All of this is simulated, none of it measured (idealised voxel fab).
The following process module bears the name voxel transistor to metal.
This is section cut - it's 300 nm across, gridded in 5 nm square cells.
We lay out every cross-section as a grid of square cells and spell it out in bands from the top down, where one band means one or more rows of cells. In this notation a band is specified by the heights of its top and bottom, in that order and in nm, after which its materials appear from left to right, each paired with its width in nm. The word "everywhere" attached to a single material means that material fills the band from edge to edge; the word "blank" stands for empty space. Below 0: as-received wafer, all one material; heights counted from there. Lowest band: no bottom, goes on down, written "top 0, no bottom". With a width like "30..40", each row of cells in the band differs from the next by the same amount, the top row carrying the first number and the bottom row the second. It should be understood that the words "remains unaltered", when stated for a given step, signify that the cross-section underwent no change in any of its cells during that step. Basically, "Trapped void list" tells you about the enclosed voids: empty spaces with no open way to the top, 8 cells or bigger, each written width x height at distance, where distance is from the left edge, all in nm. On each step's line, the part that comes after the settings is the simulator's own comment on the step. "overlay nm", when on a step's line for a step with a mask, measures how far to the right of its planned place the mask lay; a negative measure means to the left.
[Process steps (planned)]
1. op RECEIVE | material Si
2. op OXIDIZE | depth nm 5
3. op CONFORMAL_DEP | material SiN | thk nm 15
4. op PATTERN | tone cover | mask id ACTIVE | material resist | width nm 95 | pitch nm 115 | thk nm 20 | overlay nm 0
5. op DIRECTIONAL_ETCH | etch materials SiN | depth nm 15
6. op DIRECTIONAL_ETCH | etch materials SiO2 | depth nm 5
7. op DIRECTIONAL_ETCH | etch materials Si | depth nm 35
8. op STRIP | etch materials resist
9. op FILL_DEP | material SiO2 | thk nm 15
10. op CMP | height nm 15
11. op SELECTIVE_ETCH | etch materials SiO2 | depth nm 10
12. op STRIP | etch materials SiN
13. op SELECTIVE_ETCH | etch materials SiO2 | depth nm 5
14. op OXIDIZE | depth nm 5
15. op DIRECTIONAL_DEP | material polySi | thk nm 20
16. op DIRECTIONAL_DEP | material SiCN | thk nm 10
17. op PATTERN | tone cover | mask id GATE | material resist | width nm 15 | pitch nm 115 | thk nm 15 | overlay nm 0
18. op DIRECTIONAL_ETCH | etch materials SiCN | depth nm 20
19. op DIRECTIONAL_ETCH | etch materials polySi | depth nm 30
20. op STRIP | etch materials resist
21. op CONFORMAL_DEP | material SiN | thk nm 5
22. op DIRECTIONAL_ETCH | etch materials SiN | depth nm 5
23. op DIRECTIONAL_ETCH | etch materials SiO2 | depth nm 5
24. op EPI | material SiGe | thk nm 5
25. op FILL_DEP | material SiO2 | thk nm 10
26. op CMP | height nm 15
27. op STRIP | etch materials polySi
28. op SELECTIVE_ETCH | etch materials SiO2 | depth nm 5
29. op CONFORMAL_DEP | material HfO2 | thk nm 5
30. op CONFORMAL_DEP | material TiN | thk nm 5
31. op FILL_DEP | material W | thk nm 10
32. op CMP | height nm 10
33. op DIRECTIONAL_DEP | material SiO2 | thk nm 10
34. op DIRECTIONAL_DEP | material aC | thk nm 10
35. op PATTERN | tone open | mask id CONTACT | material resist | width nm 15 | thk nm 30 | overlay nm 0
36. op DIRECTIONAL_ETCH | etch materials aC | depth nm 10
37. op STRIP | etch materials resist
38. op DIRECTIONAL_ETCH | etch materials SiO2 | depth nm 25
39. op STRIP | etch materials aC
40. op CONFORMAL_DEP | material TiN | thk nm 5
41. op FILL_DEP | material Ru | thk nm 5
42. op CMP | height nm 20
43. op CONFORMAL_DEP | material SiN | thk nm 5
44. op DIRECTIONAL_DEP | material SiO2 | thk nm 25
45. op MASKED_ETCH | tone open | mask id METAL_1 | width nm 15 | etch materials SiO2 | depth nm 25 | overlay nm 0
46. op MASKED_ETCH | tone open | mask id METAL_1 | width nm 15 | etch materials SiN | depth nm 5 | overlay nm 0
47. op CONFORMAL_DEP | material TiN | thk nm 5
48. op FILL_DEP | material Ru | thk nm 10
49. op CMP | height nm 50
50. op CONFORMAL_DEP | material SiCN | thk nm 5
51. op DIRECTIONAL_DEP | material lowk | thk nm 30
52. op DIRECTIONAL_DEP | material aC | thk nm 10
53. op PATTERN | tone open | mask id METAL_2 | material resist | width nm 15 | pitch nm 115 | thk nm 25 | overlay nm 0
54. op DIRECTIONAL_ETCH | etch materials aC | depth nm 10
55. op STRIP | etch materials resist
56. op DIRECTIONAL_ETCH | etch materials lowk | depth nm 20
57. op STRIP | etch materials aC
58. op DIRECTIONAL_DEP | material aC | thk nm 15
59. op PATTERN | tone open | mask id METAL_2_HOLES | material resist | width nm 15 | pitch nm 115 | thk nm 30 | overlay nm 0
60. op DIRECTIONAL_ETCH | etch materials aC | depth nm 15
61. op STRIP | etch materials resist
62. op DIRECTIONAL_ETCH | etch materials lowk | depth nm 10
63. op DIRECTIONAL_ETCH | etch materials SiCN | depth nm 5
64. op STRIP | etch materials aC
65. op CONFORMAL_DEP | material TiN | thk nm 5
66. op FILL_DEP | material Ru | thk nm 10
67. op CMP | height nm 85
68. op CONFORMAL_DEP | material SiN | thk nm 5
Don't read the plan's width nm for step 17 as applying to every wafer: that's the first wafer's value, and the wafers differ in it, though they all start identical.
[Cross-section: the first of several wafers in its as-received state, i.e. following step 1]
* top 0, no bottom  Si everywhere
* Trapped void list: none
[Tabulated below, wafer by wafer, are the end-of-module results: for each material, the number of cells gained (+) or lost (-) relative to the as-received state, followed by the closed voids]
width nm 15 | +22 HfO2 | +48 Ru | -252 Si | +54 SiCN | +28 SiGe | +124 SiN | +600 SiO2 | +132 TiN | +324 lowk | Trapped void list: none
width nm 20 | +24 HfO2 | +48 Ru | -252 Si | +54 SiCN | +26 SiGe | +124 SiN | +594 SiO2 | +138 TiN | +324 lowk | Trapped void list: none
width nm 25 | +26 HfO2 | +48 Ru | -252 Si | +54 SiCN | +24 SiGe | +124 SiN | +588 SiO2 | +140 TiN | +4 W | +324 lowk | Trapped void list: none
width nm 30 | +28 HfO2 | +48 Ru | -252 Si | +54 SiCN | +22 SiGe | +124 SiN | +582 SiO2 | +142 TiN | +8 W | +324 lowk | Trapped void list: none
width nm 35 | +30 HfO2 | +48 Ru | -252 Si | +54 SiCN | +20 SiGe | +124 SiN | +576 SiO2 | +144 TiN | +12 W | +324 lowk | Trapped void list: none
width nm 40 | +32 HfO2 | +48 Ru | -252 Si | +54 SiCN | +18 SiGe | +124 SiN | +570 SiO2 | +146 TiN | +16 W | +324 lowk | Trapped void list: none
